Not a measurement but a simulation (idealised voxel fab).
The name of this process module is voxel transistor to metal.
The figure presents cross-section cut, which has a width of 180 nm and is divided into square cells with an edge length of 5 nm.
When this document writes out a cross-section, it uses a grid of square cells and lists it as bands, beginning at the top and moving down, with a band standing for one or more rows of cells. Band: top and bottom heights (nm) first, top before bottom; then materials from left to right, widths in nm. "all across" marks a sole material filling the band edge to edge. "blank" denotes empty space. Ref level 0: as-received wafer is one material below here. Bottom band extends down with no lower bound ("0 nm and below"). Read "30->40" as a graded width: first number on top, second number at the bottom, same change between each pair of neighbouring rows. No cell of the cross-section changed in a step that is given as "no alterations made". What "Enclosed cavities" gives you is every empty space of 8 cells or more that is cut off from the top. Each appears as width x height at distance, with the distance taken from the left edge and width, height and distance all in nm. What comes after the settings on a step's line is commentary from the simulator itself on that step. overlay nm: for a step with a mask, the amount by which the mask lay right of where it was planned; a negative amount means left of it. What follows is a series of pairs. Each pair shows a cross-section before one process step and the cross-section after it, and the after view is drawn only down to the lowest band that changed. Beneath each pair is the step that lies between the two, with its settings. Pairs may come from different runs of this module on the same starting wafer, so a pair continues from the one above it only where its entry headed "before" says so.
## before
- 30 nm to 25 nm  blank: 60  SiN: 5  blank: 5  SiCN: 35  blank: 5  SiN: 5  blank: 65
- 25 nm to 20 nm  blank: 60  SiN: 5  SiO2: 5  SiCN: 35  SiO2: 5  SiN: 5  blank: 65
- 20 nm to 0 nm  blank: 60  SiN: 5  SiO2: 5  polySi: 35  SiO2: 5  SiN: 5  blank: 65
- 0 nm to -5 nm  blank: 35  SiN: 5  blank: 20  SiN: 5  SiO2: 5  polySi: 35  SiO2: 5  SiN: 5  blank: 40  SiN: 5  blank: 20
- -5 nm to -10 nm  SiO2: 40  blank: 20  SiO2: 55  blank: 40  SiO2: 25
- -10 nm to -30 nm  SiO2: 30  Si: 125  SiO2: 25
- -30 nm and below  Si all across
- Enclosed cavities: none
## Post-Step Snapshot
- 30 nm to 25 nm  blank: 60  SiN: 5  blank: 5  SiCN: 35  blank: 5  SiN: 5  blank: 65
- 25 nm to 20 nm  blank: 60  SiN: 5  SiO2: 5  SiCN: 35  SiO2: 5  SiN: 5  blank: 65
- 20 nm to 0 nm  blank: 60  SiN: 5  SiO2: 5  polySi: 35  SiO2: 5  SiN: 5  blank: 65
- 0 nm to -5 nm  blank: 35  SiN: 5  blank: 20  SiN: 5  SiO2: 5  polySi: 35  SiO2: 5  SiN: 5  blank: 40  SiN: 5  blank: 20
- -5 nm to -10 nm  SiO2: 40  blank: 20  SiO2: 55  blank: 40  SiO2: 25
- -10 nm to -20 nm  SiO2: 30  Si: 10  blank: 20  Si: 55  blank: 40  SiO2: 25
- Below -20, no change.
- Enclosed cavities: none
Step applied between the pre-step and post-step cross-sections shown above: DIRECTIONAL_ETCH, etch materials Si, depth nm 10
before: cross-section not repeated; it is the one shown after the step in the pair just above.
## Post-Step Snapshot
- 30 nm to 25 nm  blank: 60  SiN: 5  blank: 5  SiCN: 35  blank: 5  SiN: 5  blank: 65
- 25 nm to 20 nm  blank: 60  SiN: 5  SiO2: 5  SiCN: 35  SiO2: 5  SiN: 5  blank: 65
- 20 nm to 5 nm  blank: 60  SiN: 5  SiO2: 5  polySi: 35  SiO2: 5  SiN: 5  blank: 65
- 5 nm to 0 nm  blank: 35  SiGe: 25  SiN: 5  SiO2: 5  polySi: 35  SiO2: 5  SiN: 5  SiGe: 15  blank: 50
- 0 nm to -5 nm  blank: 35  SiN: 5  SiGe: 20  SiN: 5  SiO2: 5  polySi: 35  SiO2: 5  SiN: 5  SiGe: 15  blank: 25  SiN: 5  blank: 20
- -5 nm to -10 nm  SiO2: 40  SiGe: 20  SiO2: 55  SiGe: 40  SiO2: 25
- -10 nm to -20 nm  SiO2: 30  Si: 10  SiGe: 20  Si: 55  SiGe: 40  SiO2: 25
- Below -20, no change.
- Enclosed cavities: none
Step applied between the pre-step and post-step cross-sections shown above: EPI, material SiGe, thk nm 15
before: cross-section not repeated; it is the one shown after the step in the pair just above.
## Post-Step Snapshot
- 40 nm to 30 nm  SiO2 all across
- 30 nm to 20 nm  SiO2: 60  SiN: 5  SiO2: 5  SiCN: 35  SiO2: 5  SiN: 5  SiO2: 65
- 20 nm to 5 nm  SiO2: 60  SiN: 5  SiO2: 5  polySi: 35  SiO2: 5  SiN: 5  SiO2: 65
- 5 nm to 0 nm  SiO2: 35  SiGe: 25  SiN: 5  SiO2: 5  polySi: 35  SiO2: 5  SiN: 5  SiGe: 15  SiO2: 50
- 0 nm to -5 nm  SiO2: 35  SiN: 5  SiGe: 20  SiN: 5  SiO2: 5  polySi: 35  SiO2: 5  SiN: 5  SiGe: 15  SiO2: 25  SiN: 5  SiO2: 20
- Below -5, no change.
- Enclosed cavities: none
Step applied between the pre-step and post-step cross-sections shown above: FILL_DEP, material SiO2, thk nm 10
before: cross-section not repeated; it is the one shown after the step in the pair just above.
## Post-Step Snapshot
- 20 nm to 5 nm  SiO2: 60  SiN: 5  SiO2: 5  polySi: 35  SiO2: 5  SiN: 5  SiO2: 65
- Below 5, no change.
- Enclosed cavities: none
Step applied between the pre-step and post-step cross-sections shown above: CMP, height nm 20
before: cross-section not repeated; it is the one shown after the step in the pair just above.
## Post-Step Snapshot
- 20 nm to 5 nm  SiO2: 60  SiN: 5  SiO2: 5  blank: 35  SiO2: 5  SiN: 5  SiO2: 65
- 5 nm to 0 nm  SiO2: 35  SiGe: 25  SiN: 5  SiO2: 5  blank: 35  SiO2: 5  SiN: 5  SiGe: 15  SiO2: 50
- 0 nm to -5 nm  SiO2: 35  SiN: 5  SiGe: 20  SiN: 5  SiO2: 5  blank: 35  SiO2: 5  SiN: 5  SiGe: 15  SiO2: 25  SiN: 5  SiO2: 20
- Below -5, no change.
- Enclosed cavities: none
Step applied between the pre-step and post-step cross-sections shown above: STRIP, etch materials polySi
before: cross-section not repeated; it is the one shown after the step in the pair just above.
## Post-Step Snapshot
- 20 nm to 15 nm  blank: 60  SiN: 5  blank: 45  SiN: 5  blank: 65
- 15 nm to 5 nm  SiO2: 60  SiN: 5  blank: 45  SiN: 5  SiO2: 65
- 5 nm to 0 nm  SiO2: 35  SiGe: 25  SiN: 5  blank: 45  SiN: 5  SiGe: 15  SiO2: 50
- 0 nm to -5 nm  SiO2: 35  SiN: 5  SiGe: 20  SiN: 5  blank: 45  SiN: 5  SiGe: 15  SiO2: 25  SiN: 5  SiO2: 20
- -5 nm to -10 nm  SiO2: 40  SiGe: 20  SiO2: 5  blank: 45  SiO2: 5  SiGe: 40  SiO2: 25
- Below -10, no change.
- Enclosed cavities: none
Step applied between the pre-step and post-step cross-sections shown above: SELECTIVE_ETCH, etch materials SiO2, depth nm 5
before: cross-section not repeated; it is the one shown after the step in the pair just above.
## Post-Step Snapshot
- 25 nm to 20 nm  blank: 55  HfO2: 15  blank: 35  HfO2: 15  blank: 60
- 20 nm to 15 nm  HfO2: 60  SiN: 5  HfO2: 5  blank: 35  HfO2: 5  SiN: 5  HfO2: 65
- 15 nm to 5 nm  SiO2: 60  SiN: 5  HfO2: 5  blank: 35  HfO2: 5  SiN: 5  SiO2: 65
- 5 nm to 0 nm  SiO2: 35  SiGe: 25  SiN: 5  HfO2: 5  blank: 35  HfO2: 5  SiN: 5  SiGe: 15  SiO2: 50
- 0 nm to -5 nm  SiO2: 35  SiN: 5  SiGe: 20  SiN: 5  HfO2: 5  blank: 35  HfO2: 5  SiN: 5  SiGe: 15  SiO2: 25  SiN: 5  SiO2: 20
- -5 nm to -10 nm  SiO2: 40  SiGe: 20  SiO2: 5  HfO2: 45  SiO2: 5  SiGe: 40  SiO2: 25
- Below -10, no change.
- Enclosed cavities: none
Step applied between the pre-step and post-step cross-sections shown above: CONFORMAL_DEP, material HfO2, thk nm 5
before: cross-section not repeated; it is the one shown after the step in the pair just above.
## Post-Step Snapshot
- 30 nm to 25 nm  blank: 50  TiN: 25  blank: 25  TiN: 25  blank: 55
- 25 nm to 20 nm  TiN: 55  HfO2: 15  TiN: 5  blank: 25  TiN: 5  HfO2: 15  TiN: 60
- 20 nm to 15 nm  HfO2: 60  SiN: 5  HfO2: 5  TiN: 5  blank: 25  TiN: 5  HfO2: 5  SiN: 5  HfO2: 65
- 15 nm to 5 nm  SiO2: 60  SiN: 5  HfO2: 5  TiN: 5  blank: 25  TiN: 5  HfO2: 5  SiN: 5  SiO2: 65
- 5 nm to 0 nm  SiO2: 35  SiGe: 25  SiN: 5  HfO2: 5  TiN: 5  blank: 25  TiN: 5  HfO2: 5  SiN: 5  SiGe: 15  SiO2: 50
- 0 nm to -5 nm  SiO2: 35  SiN: 5  SiGe: 20  SiN: 5  HfO2: 5  TiN: 35  HfO2: 5  SiN: 5  SiGe: 15  SiO2: 25  SiN: 5  SiO2: 20
- Below -5, no change.
- Enclosed cavities: none
Step applied between the pre-step and post-step cross-sections shown above: CONFORMAL_DEP, material TiN, thk nm 5
before: cross-section not repeated; it is the one shown after the step in the pair just above.
## Post-Step Snapshot
- 40 nm to 30 nm  W all across
- 30 nm to 25 nm  W: 50  TiN: 25  W: 25  TiN: 25  W: 55
- 25 nm to 20 nm  TiN: 55  HfO2: 15  TiN: 5  W: 25  TiN: 5  HfO2: 15  TiN: 60
- 20 nm to 15 nm  HfO2: 60  SiN: 5  HfO2: 5  TiN: 5  W: 25  TiN: 5  HfO2: 5  SiN: 5  HfO2: 65
- 15 nm to 5 nm  SiO2: 60  SiN: 5  HfO2: 5  TiN: 5  W: 25  TiN: 5  HfO2: 5  SiN: 5  SiO2: 65
- 5 nm to 0 nm  SiO2: 35  SiGe: 25  SiN: 5  HfO2: 5  TiN: 5  W: 25  TiN: 5  HfO2: 5  SiN: 5  SiGe: 15  SiO2: 50
- Below 0, no change.
- Enclosed cavities: none
Step applied between the pre-step and post-step cross-sections shown above: FILL_DEP, material W, thk nm 10
before: cross-section not repeated; it is the one shown after the step in the pair just above.
## Post-Step Snapshot
- 15 nm to 5 nm  SiO2: 60  SiN: 5  HfO2: 5  TiN: 5  W: 25  TiN: 5  HfO2: 5  SiN: 5  SiO2: 65
- Below 5, no change.
- Enclosed cavities: none
Step applied between the pre-step and post-step cross-sections shown above: CMP, height nm 15
before: cross-section not repeated; it is the one shown after the step in the pair just above.
## Post-Step Snapshot
- 30 nm to 15 nm  SiO2 all across
- Below 15, no change.
- Enclosed cavities: none
Step applied between the pre-step and post-step cross-sections shown above: DIRECTIONAL_DEP, material SiO2, thk nm 15
before: cross-section not repeated; it is the one shown after the step in the pair just above.
## Post-Step Snapshot
- 30 nm to 15 nm  SiO2: 35  blank: 20  SiO2: 65  blank: 20  SiO2: 40
- 15 nm to 5 nm  SiO2: 35  blank: 20  SiO2: 5  SiN: 5  HfO2: 5  TiN: 5  W: 25  TiN: 5  HfO2: 5  SiN: 5  SiO2: 5  blank: 20  SiO2: 40
- 5 nm to 0 nm  SiO2: 35  SiGe: 25  SiN: 5  HfO2: 5  TiN: 5  W: 25  TiN: 5  HfO2: 5  SiN: 5  SiGe: 15  blank: 10  SiO2: 40
- 0 nm to -5 nm  SiO2: 35  SiN: 5  SiGe: 20  SiN: 5  HfO2: 5  TiN: 35  HfO2: 5  SiN: 5  SiGe: 15  blank: 10  SiO2: 15  SiN: 5  SiO2: 20
- Below -5, no change.
- Enclosed cavities: none
Step applied between the pre-step and post-step cross-sections shown above: MASKED_ETCH, tone open, mask id CONTACT, width nm 20, pitch nm 85, etch materials SiO2, depth nm 35, overlay nm 0
before: cross-section not repeated; it is the one shown after the step in the pair just above.
## Post-Step Snapshot
- 35 nm to 30 nm  TiN: 40  blank: 10  TiN: 75  blank: 10  TiN: 45
- 30 nm to 15 nm  SiO2: 35  TiN: 5  blank: 10  TiN: 5  SiO2: 65  TiN: 5  blank: 10  TiN: 5  SiO2: 40
- 15 nm to 10 nm  SiO2: 35  TiN: 5  blank: 10  TiN: 5  SiO2: 5  SiN: 5  HfO2: 5  TiN: 5  W: 25  TiN: 5  HfO2: 5  SiN: 5  SiO2: 5  TiN: 5  blank: 10  TiN: 5  SiO2: 40
- 10 nm to 5 nm  SiO2: 35  TiN: 20  SiO2: 5  SiN: 5  HfO2: 5  TiN: 5  W: 25  TiN: 5  HfO2: 5  SiN: 5  SiO2: 5  TiN: 20  SiO2: 40
- 5 nm to 0 nm  SiO2: 35  SiGe: 25  SiN: 5  HfO2: 5  TiN: 5  W: 25  TiN: 5  HfO2: 5  SiN: 5  SiGe: 15  TiN: 10  SiO2: 40
- 0 nm to -5 nm  SiO2: 35  SiN: 5  SiGe: 20  SiN: 5  HfO2: 5  TiN: 35  HfO2: 5  SiN: 5  SiGe: 15  TiN: 10  SiO2: 15  SiN: 5  SiO2: 20
- Below -5, no change.
- Enclosed cavities: none
Step applied between the pre-step and post-step cross-sections shown above: CONFORMAL_DEP, material TiN, thk nm 5
before: cross-section not repeated; it is the one shown after the step in the pair just above.
## Post-Step Snapshot
- 40 nm to 35 nm  Ru all across
- 35 nm to 30 nm  TiN: 40  Ru: 10  TiN: 75  Ru: 10  TiN: 45
- 30 nm to 15 nm  SiO2: 35  TiN: 5  Ru: 10  TiN: 5  SiO2: 65  TiN: 5  Ru: 10  TiN: 5  SiO2: 40
- 15 nm to 10 nm  SiO2: 35  TiN: 5  Ru: 10  TiN: 5  SiO2: 5  SiN: 5  HfO2: 5  TiN: 5  W: 25  TiN: 5  HfO2: 5  SiN: 5  SiO2: 5  TiN: 5  Ru: 10  TiN: 5  SiO2: 40
- Below 10, no change.
- Enclosed cavities: none
Step applied between the pre-step and post-step cross-sections shown above: FILL_DEP, material Ru, thk nm 5
before: cross-section not repeated; it is the one shown after the step in the pair just above.
## Post-Step Snapshot
- 30 nm to 15 nm  SiO2: 35  TiN: 5  Ru: 10  TiN: 5  SiO2: 65  TiN: 5  Ru: 10  TiN: 5  SiO2: 40
- Below 15, no change.
- Enclosed cavities: none
Step applied between the pre-step and post-step cross-sections shown above: CMP, height nm 30
before: cross-section not repeated; it is the one shown after the step in the pair just above.
## Post-Step Snapshot
- 35 nm to 30 nm  SiN all across
- Below 30, no change.
- Enclosed cavities: none
Step applied between the pre-step and post-step cross-sections shown above: CONFORMAL_DEP, material SiN, thk nm 5
before: cross-section not repeated; it is the one shown after the step in the pair just above.
## Post-Step Snapshot
- 50 nm to 35 nm  lowk all across
- Below 35, no change.
- Enclosed cavities: none
Step applied between the pre-step and post-step cross-sections shown above: DIRECTIONAL_DEP, material lowk, thk nm 15
before: cross-section not repeated; it is the one shown after the step in the pair just above.
## Post-Step Snapshot
- 65 nm to 50 nm  aC all across
- Below 50, no change.
- Enclosed cavities: none
Step applied between the pre-step and post-step cross-sections shown above: DIRECTIONAL_DEP, material aC, thk nm 15
before: cross-section not repeated; it is the one shown after the step in the pair just above.
## Post-Step Snapshot
- 100 nm to 65 nm  resist: 35  blank: 20  resist: 65  blank: 20  resist: 40
- Below 65, no change.
- Enclosed cavities: none
Step applied between the pre-step and post-step cross-sections shown above: PATTERN, tone open, mask id METAL_1, material resist, width nm 20, pitch nm 85, thk nm 35, overlay nm 0
before: cross-section not repeated; it is the one shown after the step in the pair just above.
## Post-Step Snapshot
- 85 nm to 65 nm  resist: 35  blank: 20  resist: 65  blank: 20  resist: 40
- 65 nm to 50 nm  aC: 35  blank: 20  aC: 65  blank: 20  aC: 40
- Below 50, no change.
- Enclosed cavities: none
Step applied between the pre-step and post-step cross-sections shown above: DIRECTIONAL_ETCH, etch materials aC, depth nm 15
before: cross-section not repeated; it is the one shown after the step in the pair just above.
## Post-Step Snapshot
- 65 nm to 50 nm  aC: 35  blank: 20  aC: 65  blank: 20  aC: 40
- Below 50, no change.
- Enclosed cavities: none
Step applied between the pre-step and post-step cross-sections shown above: STRIP, etch materials resist
before: cross-section not repeated; it is the one shown after the step in the pair just above.
## Post-Step Snapshot
- 65 nm to 50 nm  aC: 35  blank: 20  aC: 65  blank: 20  aC: 40
- 50 nm to 35 nm  lowk: 35  blank: 20  lowk: 65  blank: 20  lowk: 40
- Below 35, no change.
- Enclosed cavities: none
Step applied between the pre-step and post-step cross-sections shown above: DIRECTIONAL_ETCH, etch materials lowk, depth nm 15
before: cross-section not repeated; it is the one shown after the step in the pair just above.
## Post-Step Snapshot
- 65 nm to 50 nm  aC: 35  blank: 20  aC: 65  blank: 20  aC: 40
- 50 nm to 35 nm  lowk: 35  blank: 20  lowk: 65  blank: 20  lowk: 40
- 35 nm to 30 nm  SiN: 35  blank: 20  SiN: 65  blank: 20  SiN: 40
- Below 30, no change.
- Enclosed cavities: none
Step applied between the pre-step and post-step cross-sections shown above: DIRECTIONAL_ETCH, etch materials SiN, depth nm 5
before: cross-section not repeated; it is the one shown after the step in the pair just above.
## Post-Step Snapshot
- 50 nm to 35 nm  lowk: 35  blank: 20  lowk: 65  blank: 20  lowk: 40
- Below 35, no change.
- Enclosed cavities: none
Step applied between the pre-step and post-step cross-sections shown above: STRIP, etch materials aC
before: cross-section not repeated; it is the one shown after the step in the pair just above.
## Post-Step Snapshot
- 55 nm to 50 nm  TiN: 40  blank: 10  TiN: 75  blank: 10  TiN: 45
- 50 nm to 35 nm  lowk: 35  TiN: 5  blank: 10  TiN: 5  lowk: 65  TiN: 5  blank: 10  TiN: 5  lowk: 40
- 35 nm to 30 nm  SiN: 35  TiN: 20  SiN: 65  TiN: 20  SiN: 40
- Below 30, no change.
- Enclosed cavities: none
Step applied between the pre-step and post-step cross-sections shown above: CONFORMAL_DEP, material TiN, thk nm 5
before: cross-section not repeated; it is the one shown after the step in the pair just above.
## Post-Step Snapshot
- 60 nm to 55 nm  Ru all across
- 55 nm to 50 nm  TiN: 40  Ru: 10  TiN: 75  Ru: 10  TiN: 45
- 50 nm to 35 nm  lowk: 35  TiN: 5  Ru: 10  TiN: 5  lowk: 65  TiN: 5  Ru: 10  TiN: 5  lowk: 40
- Below 35, no change.
- Enclosed cavities: none
Step applied between the pre-step and post-step cross-sections shown above: FILL_DEP, material Ru, thk nm 5
before: cross-section not repeated; it is the one shown after the step in the pair just above.
## Post-Step Snapshot
- 50 nm to 35 nm  lowk: 35  TiN: 5  Ru: 10  TiN: 5  lowk: 65  TiN: 5  Ru: 10  TiN: 5  lowk: 40
- Below 35, no change.
- Enclosed cavities: none
Step applied between the pre-step and post-step cross-sections shown above: CMP, height nm 50
before: cross-section not repeated; it is the one shown after the step in the pair just above.
## Post-Step Snapshot
- 55 nm to 50 nm  SiCN all across
- Below 50, no change.
- Enclosed cavities: none
Step applied between the pre-step and post-step cross-sections shown above: CONFORMAL_DEP, material SiCN, thk nm 5
## before
- 35 nm to 30 nm  SiN all across
- 30 nm to 15 nm  SiO2: 35  TiN: 5  Ru: 10  TiN: 5  SiO2: 65  TiN: 5  Ru: 10  TiN: 5  SiO2: 40
- 15 nm to 10 nm  SiO2: 35  TiN: 5  Ru: 10  TiN: 5  SiO2: 5  SiN: 5  HfO2: 5  TiN: 5  W: 25  TiN: 5  HfO2: 5  SiN: 5  SiO2: 5  TiN: 5  Ru: 10  TiN: 5  SiO2: 40
- 10 nm to 5 nm  SiO2: 35  TiN: 20  SiO2: 5  SiN: 5  HfO2: 5  TiN: 5  W: 25  TiN: 5  HfO2: 5  SiN: 5  SiO2: 5  TiN: 20  SiO2: 40
- 5 nm to 0 nm  SiO2: 35  TiN: 10  SiGe: 15  SiN: 5  HfO2: 5  TiN: 5  W: 25  TiN: 5  HfO2: 5  SiN: 5  SiGe: 15  TiN: 10  SiO2: 40
- 0 nm to -5 nm  SiO2: 25  SiN: 5  SiO2: 5  TiN: 10  SiGe: 15  SiN: 5  HfO2: 5  TiN: 35  HfO2: 5  SiN: 5  SiGe: 15  TiN: 10  SiO2: 5  SiN: 5  SiO2: 30
- -5 nm to -10 nm  SiO2: 30  SiGe: 30  SiO2: 5  HfO2: 45  SiO2: 5  SiGe: 30  SiO2: 35
- -10 nm to -20 nm  SiO2: 30  SiGe: 30  Si: 55  SiGe: 30  SiO2: 35
- -20 nm to -30 nm  SiO2: 30  Si: 115  SiO2: 35
- -30 nm and below  Si all across
- Enclosed cavities: none
## Post-Step Snapshot
- 50 nm to 35 nm  Ru all across
- Below 35, no change.
- Enclosed cavities: none
Step applied between the pre-step and post-step cross-sections shown above: DIRECTIONAL_DEP, material Ru, thk nm 15
before: cross-section not repeated; it is the one shown after the step in the pair just above.
## Post-Step Snapshot
- 65 nm to 50 nm  aC all across
- Below 50, no change.
- Enclosed cavities: none
Step applied between the pre-step and post-step cross-sections shown above: DIRECTIONAL_DEP, material aC, thk nm 15
before: cross-section not repeated; it is the one shown after the step in the pair just above.
## Post-Step Snapshot
- 100 nm to 65 nm  resist: 35  blank: 20  resist: 65  blank: 20  resist: 40
- Below 65, no change.
- Enclosed cavities: none
Step applied between the pre-step and post-step cross-sections shown above: PATTERN, tone open, mask id METAL_1, material resist, width nm 20, pitch nm 85, thk nm 35, overlay nm 0
before: cross-section not repeated; it is the one shown after the step in the pair just above.
## Post-Step Snapshot
- 85 nm to 65 nm  resist: 35  blank: 20  resist: 65  blank: 20  resist: 40
- 65 nm to 50 nm  aC: 35  blank: 20  aC: 65  blank: 20  aC: 40
- Below 50, no change.
- Enclosed cavities: none
Step applied between the pre-step and post-step cross-sections shown above: DIRECTIONAL_ETCH, etch materials aC, depth nm 15
before: cross-section not repeated; it is the one shown after the step in the pair just above.
## Post-Step Snapshot
- 65 nm to 50 nm  aC: 35  blank: 20  aC: 65  blank: 20  aC: 40
- Below 50, no change.
- Enclosed cavities: none
Step applied between the pre-step and post-step cross-sections shown above: STRIP, etch materials resist
before: cross-section not repeated; it is the one shown after the step in the pair just above.
## Post-Step Snapshot
- 50 nm to 35 nm  Ru all across
- Below 35, no change.
- Enclosed cavities: none
Step applied between the pre-step and post-step cross-sections shown above: STRIP, etch materials aC
before: cross-section not repeated; it is the one shown after the step in the pair just above.
## Post-Step Snapshot
- 55 nm to 50 nm  TiN all across
- Below 50, no change.
- Enclosed cavities: none
Step applied between the pre-step and post-step cross-sections shown above: CONFORMAL_DEP, material TiN, thk nm 5
before: cross-section not repeated; it is the one shown after the step in the pair just above.
## Post-Step Snapshot
- 60 nm to 55 nm  Ru all across
- Below 55, no change.
- Enclosed cavities: none
Step applied between the pre-step and post-step cross-sections shown above: FILL_DEP, material Ru, thk nm 5
before: cross-section not repeated; it is the one shown after the step in the pair just above.
## Post-Step Snapshot
- 50 nm to 35 nm  Ru all across
- Below 35, no change.
- Enclosed cavities: none
Step applied between the pre-step and post-step cross-sections shown above: CMP, height nm 50
before: cross-section not repeated; it is the one shown after the step in the pair just above.
## Post-Step Snapshot
- 55 nm to 50 nm  SiCN all across
- Below 50, no change.
- Enclosed cavities: none
Step applied between the pre-step and post-step cross-sections shown above: CONFORMAL_DEP, material SiCN, thk nm 5
## before
- 65 nm to 50 nm  aC all across
- 50 nm to 35 nm  lowk all across
- 35 nm to 30 nm  SiN all across
- 30 nm to 15 nm  SiO2: 35  TiN: 5  Ru: 10  TiN: 5  SiO2: 65  TiN: 5  Ru: 10  TiN: 5  SiO2: 40
- 15 nm to 10 nm  SiO2: 35  TiN: 5  Ru: 10  TiN: 5  SiO2: 5  SiN: 5  HfO2: 5  TiN: 5  W: 25  TiN: 5  HfO2: 5  SiN: 5  SiO2: 5  TiN: 5  Ru: 10  TiN: 5  SiO2: 40
- 10 nm to 5 nm  SiO2: 35  TiN: 20  SiO2: 5  SiN: 5  HfO2: 5  TiN: 5  W: 25  TiN: 5  HfO2: 5  SiN: 5  SiO2: 5  TiN: 20  SiO2: 40
- 5 nm to 0 nm  SiO2: 35  TiN: 10  SiGe: 15  SiN: 5  HfO2: 5  TiN: 5  W: 25  TiN: 5  HfO2: 5  SiN: 5  SiGe: 15  TiN: 10  SiO2: 40
- 0 nm to -5 nm  SiO2: 25  SiN: 5  SiO2: 5  TiN: 10  SiGe: 15  SiN: 5  HfO2: 5  TiN: 35  HfO2: 5  SiN: 5  SiGe: 15  TiN: 10  SiO2: 5  SiN: 5  SiO2: 30
- -5 nm to -10 nm  SiO2: 30  SiGe: 30  SiO2: 5  HfO2: 45  SiO2: 5  SiGe: 30  SiO2: 35
- -10 nm to -20 nm  SiO2: 30  SiGe: 30  Si: 55  SiGe: 30  SiO2: 35
- -20 nm to -30 nm  SiO2: 30  Si: 115  SiO2: 35
- -30 nm and below  Si all across
- Enclosed cavities: none
## Post-Step Snapshot
- 100 nm to 65 nm  blank: 35  resist: 20  blank: 65  resist: 20  blank: 40
- Below 65, no change.
- Enclosed cavities: none
Step applied between the pre-step and post-step cross-sections shown above: PATTERN, tone cover, mask id METAL_1, material resist, width nm 20, pitch nm 85, thk nm 35, overlay nm 0
before: cross-section not repeated; it is the one shown after the step in the pair just above.
## Post-Step Snapshot
- 85 nm to 65 nm  blank: 35  resist: 20  blank: 65  resist: 20  blank: 40
- 65 nm to 50 nm  blank: 35  aC: 20  blank: 65  aC: 20  blank: 40
- Below 50, no change.
- Enclosed cavities: none
Step applied between the pre-step and post-step cross-sections shown above: DIRECTIONAL_ETCH, etch materials aC, depth nm 15
before: cross-section not repeated; it is the one shown after the step in the pair just above.
## Post-Step Snapshot
- 65 nm to 50 nm  blank: 35  aC: 20  blank: 65  aC: 20  blank: 40
- Below 50, no change.
- Enclosed cavities: none
Step applied between the pre-step and post-step cross-sections shown above: STRIP, etch materials resist
before: cross-section not repeated; it is the one shown after the step in the pair just above.
## Post-Step Snapshot
- 65 nm to 50 nm  blank: 35  aC: 20  blank: 65  aC: 20  blank: 40
- 50 nm to 35 nm  blank: 35  lowk: 20  blank: 65  lowk: 20  blank: 40
- Below 35, no change.
- Enclosed cavities: none
Step applied between the pre-step and post-step cross-sections shown above: DIRECTIONAL_ETCH, etch materials lowk, depth nm 15
before: cross-section not repeated; it is the one shown after the step in the pair just above.
## Post-Step Snapshot
- 65 nm to 50 nm  blank: 35  aC: 20  blank: 65  aC: 20  blank: 40
- 50 nm to 35 nm  blank: 35  lowk: 20  blank: 65  lowk: 20  blank: 40
- 35 nm to 30 nm  blank: 35  SiN: 20  blank: 65  SiN: 20  blank: 40
- Below 30, no change.
- Enclosed cavities: none
Step applied between the pre-step and post-step cross-sections shown above: DIRECTIONAL_ETCH, etch materials SiN, depth nm 5
before: cross-section not repeated; it is the one shown after the step in the pair just above.
## Post-Step Snapshot
- 50 nm to 35 nm  blank: 35  lowk: 20  blank: 65  lowk: 20  blank: 40
- Below 35, no change.
- Enclosed cavities: none
Step applied between the pre-step and post-step cross-sections shown above: STRIP, etch materials aC
before: cross-section not repeated; it is the one shown after the step in the pair just above.
## Post-Step Snapshot
- 55 nm to 50 nm  blank: 30  TiN: 30  blank: 55  TiN: 30  blank: 35
- 50 nm to 35 nm  blank: 30  TiN: 5  lowk: 20  TiN: 5  blank: 55  TiN: 5  lowk: 20  TiN: 5  blank: 35
- 35 nm to 30 nm  TiN: 35  SiN: 20  TiN: 65  SiN: 20  TiN: 40
- Below 30, no change.
- Enclosed cavities: none
Step applied between the pre-step and post-step cross-sections shown above: CONFORMAL_DEP, material TiN, thk nm 5
before: cross-section not repeated; it is the one shown after the step in the pair just above.
## Post-Step Snapshot
- 60 nm to 55 nm  Ru all across
- 55 nm to 50 nm  Ru: 30  TiN: 30  Ru: 55  TiN: 30  Ru: 35
- 50 nm to 35 nm  Ru: 30  TiN: 5  lowk: 20  TiN: 5  Ru: 55  TiN: 5  lowk: 20  TiN: 5  Ru: 35
- Below 35, no change.
- Enclosed cavities: none
Step applied between the pre-step and post-step cross-sections shown above: FILL_DEP, material Ru, thk nm 5
before: cross-section not repeated; it is the one shown after the step in the pair just above.
## Post-Step Snapshot
- 50 nm to 35 nm  Ru: 30  TiN: 5  lowk: 20  TiN: 5  Ru: 55  TiN: 5  lowk: 20  TiN: 5  Ru: 35
- Below 35, no change.
- Enclosed cavities: none
Step applied between the pre-step and post-step cross-sections shown above: CMP, height nm 50
before: cross-section not repeated; it is the one shown after the step in the pair just above.
## Post-Step Snapshot
- 55 nm to 50 nm  SiCN all across
- Below 50, no change.
- Enclosed cavities: none
Step applied between the pre-step and post-step cross-sections shown above: CONFORMAL_DEP, material SiCN, thk nm 5
